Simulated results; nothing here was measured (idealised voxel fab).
You're looking at the process module voxel capacitor over wiring.
Cross-sectional view cut (width: 140 nm; square cell size: 5 nm).
How to read a cross-section here: the picture is a grid of square cells, written as bands going from the top down, and any band can span one or more rows of cells.
Read a band's entry like this: the first values are the height of its top and the height of its bottom in nm, and what follows is the sequence of materials from left to right, each with its width in nm. Note that "empty" is empty space, and that a single material marked "throughout" reaches across the band from edge to edge.
Height is counted from the level 0, under which the received wafer is composed throughout of one material. The lowest of the bands is not closed at the bottom but continues downward, in the notation "0 -> down".
Note: "30 to 40" means the width goes from the first number (top row of the band) to the second number (bottom row) in equal steps per row of cells.
What does "no change" mean for a step? It means no cell of the cross-section changed in that step.
Any empty space of 8 cells or more lacking an open way to the top shows up in "Encapsulated voids" as width x height at distance, distance from the left edge, in nm.
What comes after the settings on a step's line is commentary from the simulator itself on that step.
When a step includes a mask, the "overlay nm" setting on its line states how far to the right of its planned place that mask lay, and negative values state how far to the left.

Set out below are the planned steps of the process
1. RECEIVE: material Si
2. CONFORMAL_DEP: material SiO2, thk nm 10
3. CONFORMAL_DEP: material SiN, thk nm 5
4. DIRECTIONAL_DEP: material SiO2, thk nm 15
5. DIRECTIONAL_DEP: material aC, thk nm 10
6. PATTERN: tone open, mask id METAL_1, material resist, width nm 25, pitch nm 80, thk nm 25, overlay nm 0
7. DIRECTIONAL_ETCH: etch materials aC, depth nm 10
8. STRIP: etch materials resist
9. DIRECTIONAL_ETCH: etch materials SiO2, depth nm 15
10. DIRECTIONAL_ETCH: etch materials SiN, depth nm 5
11. STRIP: etch materials aC
12. CONFORMAL_DEP: material TiN, thk nm 5
13. FILL_DEP: material W, thk nm 10
14. CMP: height nm 30
15. EPI: material Ru, thk nm 5
16. FILL_DEP: material SiCN, thk nm 5
17. DIRECTIONAL_DEP: material SiO2, thk nm 20
18. DIRECTIONAL_DEP: material aC, thk nm 15
19. PATTERN: tone open, mask id PLUG_1, material resist, width nm 15, thk nm 30, overlay nm 0
20. DIRECTIONAL_ETCH: etch materials aC, depth nm 15
21. STRIP: etch materials resist
22. DIRECTIONAL_ETCH: etch materials SiO2, depth nm 20
23. DIRECTIONAL_ETCH: etch materials SiCN, depth nm 5
24. STRIP: etch materials aC
25. EPI: material Ru, thk nm 10
26. EPI: material Ru, thk nm 10
27. EPI: material Ru, thk nm 5
28. DIRECTIONAL_DEP: material TiN, thk nm 10
29. DIRECTIONAL_DEP: material SiN, thk nm 5
30. DIRECTIONAL_DEP: material TiN, thk nm 10
31. DIRECTIONAL_DEP: material aC, thk nm 15
32. PATTERN: tone cover, mask id UPPER_PLATE, material resist, width nm 60, thk nm 35, overlay nm 0
33. DIRECTIONAL_ETCH: etch materials aC, depth nm 15
34. STRIP: etch materials resist
35. DIRECTIONAL_ETCH: etch materials TiN, depth nm 10
36. DIRECTIONAL_ETCH: etch materials SiN, depth nm 5
37. STRIP: etch materials aC
38. DIRECTIONAL_DEP: material aC, thk nm 15
39. PATTERN: tone cover, mask id LOWER_PLATE, material resist, width nm 70, thk nm 30, overlay nm 0
40. DIRECTIONAL_ETCH: etch materials aC, depth nm 15
41. STRIP: etch materials resist
42. DIRECTIONAL_ETCH: etch materials TiN, depth nm 10
43. STRIP: etch materials aC
44. FILL_DEP: material SiO2, thk nm 15
45. CMP: height nm 95
46. DIRECTIONAL_DEP: material aC, thk nm 15
47. PATTERN: tone open, mask id PLUG_2, material resist, width nm 15, thk nm 35, overlay nm 0
48. DIRECTIONAL_ETCH: etch materials aC, depth nm 15
49. STRIP: etch materials resist
50. DIRECTIONAL_ETCH: etch materials SiO2, depth nm 10
51. STRIP: etch materials aC
52. CONFORMAL_DEP: material TiN, thk nm 5
53. FILL_DEP: material Cu, thk nm 5
54. CMP: height nm 95
55. CONFORMAL_DEP: material SiCN, thk nm 5

Wafer, first of two, run as planned

As received (post step 1): cross-section
* 0 -> down | Si throughout
* Encapsulated voids: none

Cross-section of the wafer subsequent to step 2
* 10 -> 0 | SiO2 throughout
* Below 0 it's all the same as before, nothing changed down there.

Cross-section of the wafer subsequent to step 3
* 15 -> 10 | SiN throughout
* Below 10 it's all the same as before, nothing changed down there.

Cross-section of the wafer subsequent to step 4
* 30 -> 15 | SiO2 throughout
* Below 15 it's all the same as before, nothing changed down there.

Cross-section of the wafer subsequent to step 5
* 40 -> 30 | aC throughout
* Below 30 it's all the same as before, nothing changed down there.

Cross-section of the wafer subsequent to step 6
* 65 -> 40 | resist (15) / empty (25) / resist (55) / empty (25) / resist (20)
* Below 40 it's all the same as before, nothing changed down there.

Cross-section of the wafer subsequent to step 7
* 55 -> 40 | resist (15) / empty (25) / resist (55) / empty (25) / resist (20)
* 40 -> 30 | aC (15) / empty (25) / aC (55) / empty (25) / aC (20)
* Below 30 it's all the same as before, nothing changed down there.

Cross-section of the wafer subsequent to step 8
* 40 -> 30 | aC (15) / empty (25) / aC (55) / empty (25) / aC (20)
* Below 30 it's all the same as before, nothing changed down there.

Cross-section of the wafer subsequent to step 9
* 40 -> 30 | aC (15) / empty (25) / aC (55) / empty (25) / aC (20)
* 30 -> 15 | SiO2 (15) / empty (25) / SiO2 (55) / empty (25) / SiO2 (20)
* Below 15 it's all the same as before, nothing changed down there.

Cross-section of the wafer subsequent to step 10
* 40 -> 30 | aC (15) / empty (25) / aC (55) / empty (25) / aC (20)
* 30 -> 15 | SiO2 (15) / empty (25) / SiO2 (55) / empty (25) / SiO2 (20)
* 15 -> 10 | SiN (15) / empty (25) / SiN (55) / empty (25) / SiN (20)
* Below 10 it's all the same as before, nothing changed down there.

Cross-section of the wafer subsequent to step 11
* 30 -> 15 | SiO2 (15) / empty (25) / SiO2 (55) / empty (25) / SiO2 (20)
* Below 15 it's all the same as before, nothing changed down there.

Cross-section of the wafer subsequent to step 12
* 35 -> 30 | TiN (20) / empty (15) / TiN (65) / empty (15) / TiN (25)
* 30 -> 15 | SiO2 (15) / TiN (5) / empty (15) / TiN (5) / SiO2 (55) / TiN (5) / empty (15) / TiN (5) / SiO2 (20)
* 15 -> 10 | SiN (15) / TiN (25) / SiN (55) / TiN (25) / SiN (20)
* Below 10 it's all the same as before, nothing changed down there.

Cross-section of the wafer subsequent to step 13
* 45 -> 35 | W throughout
* 35 -> 30 | TiN (20) / W (15) / TiN (65) / W (15) / TiN (25)
* 30 -> 15 | SiO2 (15) / TiN (5) / W (15) / TiN (5) / SiO2 (55) / TiN (5) / W (15) / TiN (5) / SiO2 (20)
* Below 15 it's all the same as before, nothing changed down there.

Cross-section of the wafer subsequent to step 14
* 30 -> 15 | SiO2 (15) / TiN (5) / W (15) / TiN (5) / SiO2 (55) / TiN (5) / W (15) / TiN (5) / SiO2 (20)
* Below 15 it's all the same as before, nothing changed down there.

Cross-section of the wafer subsequent to step 15
* 35 -> 30 | empty (10) / Ru (35) / empty (45) / Ru (35) / empty (15)
* Below 30 it's all the same as before, nothing changed down there.

Cross-section of the wafer subsequent to step 16
* 40 -> 35 | SiCN throughout
* 35 -> 30 | SiCN (10) / Ru (35) / SiCN (45) / Ru (35) / SiCN (15)
* Below 30 it's all the same as before, nothing changed down there.

Cross-section of the wafer subsequent to step 17
* 60 -> 40 | SiO2 throughout
* Below 40 it's all the same as before, nothing changed down there.

Cross-section of the wafer subsequent to step 18
* 75 -> 60 | aC throughout
* Below 60 it's all the same as before, nothing changed down there.

Cross-section of the wafer subsequent to step 19
* 105 -> 75 | resist (25) / empty (15) / resist (100)
* Below 75 it's all the same as before, nothing changed down there.

Cross-section of the wafer subsequent to step 20
* 90 -> 75 | resist (25) / empty (15) / resist (100)
* 75 -> 60 | aC (25) / empty (15) / aC (100)
* Below 60 it's all the same as before, nothing changed down there.

Cross-section of the wafer subsequent to step 21
* 75 -> 60 | aC (25) / empty (15) / aC (100)
* Below 60 it's all the same as before, nothing changed down there.

Cross-section of the wafer subsequent to step 22
* 75 -> 60 | aC (25) / empty (15) / aC (100)
* 60 -> 40 | SiO2 (25) / empty (15) / SiO2 (100)
* Below 40 it's all the same as before, nothing changed down there.

Cross-section of the wafer subsequent to step 23
* 75 -> 60 | aC (25) / empty (15) / aC (100)
* 60 -> 40 | SiO2 (25) / empty (15) / SiO2 (100)
* 40 -> 35 | SiCN (25) / empty (15) / SiCN (100)
* Below 35 it's all the same as before, nothing changed down there.

Cross-section of the wafer subsequent to step 24
* 60 -> 40 | SiO2 (25) / empty (15) / SiO2 (100)
* Below 40 it's all the same as before, nothing changed down there.

Cross-section of the wafer subsequent to step 25
* 60 -> 45 | SiO2 (25) / empty (15) / SiO2 (100)
* 45 -> 40 | SiO2 (25) / Ru (15) / SiO2 (100)
* 40 -> 35 | SiCN (25) / Ru (15) / SiCN (100)
* Below 35 it's all the same as before, nothing changed down there.

Cross-section of the wafer subsequent to step 26
* 60 -> 55 | SiO2 (25) / empty (15) / SiO2 (100)
* 55 -> 40 | SiO2 (25) / Ru (15) / SiO2 (100)
* Below 40 it's all the same as before, nothing changed down there.

Cross-section of the wafer subsequent to step 27
* 60 -> 40 | SiO2 (25) / Ru (15) / SiO2 (100)
* Below 40 it's all the same as before, nothing changed down there.

Cross-section of the wafer subsequent to step 28
* 70 -> 60 | TiN throughout
* Below 60 it's all the same as before, nothing changed down there.

Cross-section of the wafer subsequent to step 29
* 75 -> 70 | SiN throughout
* Below 70 it's all the same as before, nothing changed down there.

Cross-section of the wafer subsequent to step 30
* 85 -> 75 | TiN throughout
* Below 75 it's all the same as before, nothing changed down there.

Cross-section of the wafer subsequent to step 31
* 100 -> 85 | aC throughout
* Below 85 it's all the same as before, nothing changed down there.

Cross-section of the wafer subsequent to step 32
* 135 -> 100 | empty (25) / resist (60) / empty (55)
* Below 100 it's all the same as before, nothing changed down there.

Cross-section of the wafer subsequent to step 33
* 120 -> 100 | empty (25) / resist (60) / empty (55)
* 100 -> 85 | empty (25) / aC (60) / empty (55)
* Below 85 it's all the same as before, nothing changed down there.

Cross-section of the wafer subsequent to step 34
* 100 -> 85 | empty (25) / aC (60) / empty (55)
* Below 85 it's all the same as before, nothing changed down there.

Cross-section of the wafer subsequent to step 35
* 100 -> 85 | empty (25) / aC (60) / empty (55)
* 85 -> 75 | empty (25) / TiN (60) / empty (55)
* Below 75 it's all the same as before, nothing changed down there.

Cross-section of the wafer subsequent to step 36
* 100 -> 85 | empty (25) / aC (60) / empty (55)
* 85 -> 75 | empty (25) / TiN (60) / empty (55)
* 75 -> 70 | empty (25) / SiN (60) / empty (55)
* Below 70 it's all the same as before, nothing changed down there.

Cross-section of the wafer subsequent to step 37
* 85 -> 75 | empty (25) / TiN (60) / empty (55)
* Below 75 it's all the same as before, nothing changed down there.

Cross-section of the wafer subsequent to step 38
* 100 -> 85 | empty (25) / aC (60) / empty (55)
* 85 -> 75 | aC (25) / TiN (60) / aC (55)
* 75 -> 70 | aC (25) / SiN (60) / aC (55)
* Below 70 it's all the same as before, nothing changed down there.

Cross-section of the wafer subsequent to step 39
* 130 -> 100 | empty (20) / resist (70) / empty (50)
* 100 -> 85 | empty (20) / resist (5) / aC (60) / resist (5) / empty (50)
* Below 85 it's all the same as before, nothing changed down there.

Cross-section of the wafer subsequent to step 40
* 115 -> 100 | empty (20) / resist (70) / empty (50)
* 100 -> 85 | empty (20) / resist (5) / aC (60) / resist (5) / empty (50)
* 85 -> 75 | empty (20) / aC (5) / TiN (60) / aC (5) / empty (50)
* 75 -> 70 | empty (20) / aC (5) / SiN (60) / aC (5) / empty (50)
* Below 70 it's all the same as before, nothing changed down there.

Cross-section of the wafer subsequent to step 41
* 100 -> 85 | empty (25) / aC (60) / empty (55)
* Below 85 it's all the same as before, nothing changed down there.

Cross-section of the wafer subsequent to step 42
* 100 -> 85 | empty (25) / aC (60) / empty (55)
* 85 -> 75 | empty (20) / aC (5) / TiN (60) / aC (5) / empty (50)
* 75 -> 70 | empty (20) / aC (5) / SiN (60) / aC (5) / empty (50)
* 70 -> 60 | empty (20) / TiN (70) / empty (50)
* Below 60 it's all the same as before, nothing changed down there.

Cross-section of the wafer subsequent to step 43
* 85 -> 75 | empty (25) / TiN (60) / empty (55)
* 75 -> 70 | empty (25) / SiN (60) / empty (55)
* Below 70 it's all the same as before, nothing changed down there.

Cross-section of the wafer subsequent to step 44
* 100 -> 85 | SiO2 throughout
* 85 -> 75 | SiO2 (25) / TiN (60) / SiO2 (55)
* 75 -> 70 | SiO2 (25) / SiN (60) / SiO2 (55)
* 70 -> 60 | SiO2 (20) / TiN (70) / SiO2 (50)
* Below 60 it's all the same as before, nothing changed down there.

Cross-section of the wafer subsequent to step 45
* 95 -> 85 | SiO2 throughout
* Below 85 it's all the same as before, nothing changed down there.

Cross-section of the wafer subsequent to step 46
* 110 -> 95 | aC throughout
* Below 95 it's all the same as before, nothing changed down there.

Cross-section of the wafer subsequent to step 47
* 145 -> 110 | resist (35) / empty (15) / resist (90)
* Below 110 it's all the same as before, nothing changed down there.

Cross-section of the wafer subsequent to step 48
* 130 -> 110 | resist (35) / empty (15) / resist (90)
* 110 -> 95 | aC (35) / empty (15) / aC (90)
* Below 95 it's all the same as before, nothing changed down there.

Cross-section of the wafer subsequent to step 49
* 110 -> 95 | aC (35) / empty (15) / aC (90)
* Below 95 it's all the same as before, nothing changed down there.

Cross-section of the wafer subsequent to step 50
* 110 -> 95 | aC (35) / empty (15) / aC (90)
* 95 -> 85 | SiO2 (35) / empty (15) / SiO2 (90)
* Below 85 it's all the same as before, nothing changed down there.

Cross-section of the wafer subsequent to step 51
* 95 -> 85 | SiO2 (35) / empty (15) / SiO2 (90)
* Below 85 it's all the same as before, nothing changed down there.

Cross-section of the wafer subsequent to step 52
* 100 -> 95 | TiN (40) / empty (5) / TiN (95)
* 95 -> 90 | SiO2 (35) / TiN (5) / empty (5) / TiN (5) / SiO2 (90)
* 90 -> 85 | SiO2 (35) / TiN (15) / SiO2 (90)
* Below 85 it's all the same as before, nothing changed down there.

Cross-section of the wafer subsequent to step 53
* 105 -> 100 | Cu throughout
* 100 -> 95 | TiN (40) / Cu (5) / TiN (95)
* 95 -> 90 | SiO2 (35) / TiN (5) / Cu (5) / TiN (5) / SiO2 (90)
* Below 90 it's all the same as before, nothing changed down there.

Cross-section of the wafer subsequent to step 54
* 95 -> 90 | SiO2 (35) / TiN (5) / Cu (5) / TiN (5) / SiO2 (90)
* Below 90 it's all the same as before, nothing changed down there.

Cross-section of the wafer subsequent to step 55
* 100 -> 95 | SiCN throughout
* Below 95 it's all the same as before, nothing changed down there.

Second of two: same start, same plan, one run error; steps up to and including 46 match the first

Second wafer, cut view, end of step 47 per plan
* 145 -> 110 | resist (30) / empty (25) / resist (85)
* Below 110 it's all the same as before, nothing changed down there.

Second wafer, cut view, end of step 48 per plan
* 130 -> 110 | resist (30) / empty (25) / resist (85)
* 110 -> 95 | aC (30) / empty (25) / aC (85)
* Below 95 it's all the same as before, nothing changed down there.

Second wafer, cut view, end of step 49 per plan
* 110 -> 95 | aC (30) / empty (25) / aC (85)
* Below 95 it's all the same as before, nothing changed down there.

Second wafer, cut view, end of step 50 per plan
* 110 -> 95 | aC (30) / empty (25) / aC (85)
* 95 -> 85 | SiO2 (30) / empty (25) / SiO2 (85)
* Below 85 it's all the same as before, nothing changed down there.

Second wafer, cut view, end of step 51 per plan
* 95 -> 85 | SiO2 (30) / empty (25) / SiO2 (85)
* Below 85 it's all the same as before, nothing changed down there.

Second wafer, cut view, end of step 52 per plan
* 100 -> 95 | TiN (35) / empty (15) / TiN (90)
* 95 -> 90 | SiO2 (30) / TiN (5) / empty (15) / TiN (5) / SiO2 (85)
* 90 -> 85 | SiO2 (30) / TiN (25) / SiO2 (85)
* Below 85 it's all the same as before, nothing changed down there.

Second wafer, cut view, end of step 53 per plan
* 105 -> 100 | Cu throughout
* 100 -> 95 | TiN (35) / Cu (15) / TiN (90)
* 95 -> 90 | SiO2 (30) / TiN (5) / Cu (15) / TiN (5) / SiO2 (85)
* Below 90 it's all the same as before, nothing changed down there.

Second wafer, cut view, end of step 54 per plan
* 95 -> 90 | SiO2 (30) / TiN (5) / Cu (15) / TiN (5) / SiO2 (85)
* Below 90 it's all the same as before, nothing changed down there.

Second wafer, cut view, end of step 55 per plan
* 100 -> 95 | SiCN throughout
* Below 95 it's all the same as before, nothing changed down there.
Against the plan, the run slipped here: step 47 was processed under conditions differing from the plan, specifically as PATTERN: tone open, mask id PLUG_2, material resist, width nm 25, thk nm 35, overlay nm 0
Bottom line after processing is that, in cells, the second wafer is up or down on some materials versus the first: +2 Cu | -4 SiO2 | +2 TiN
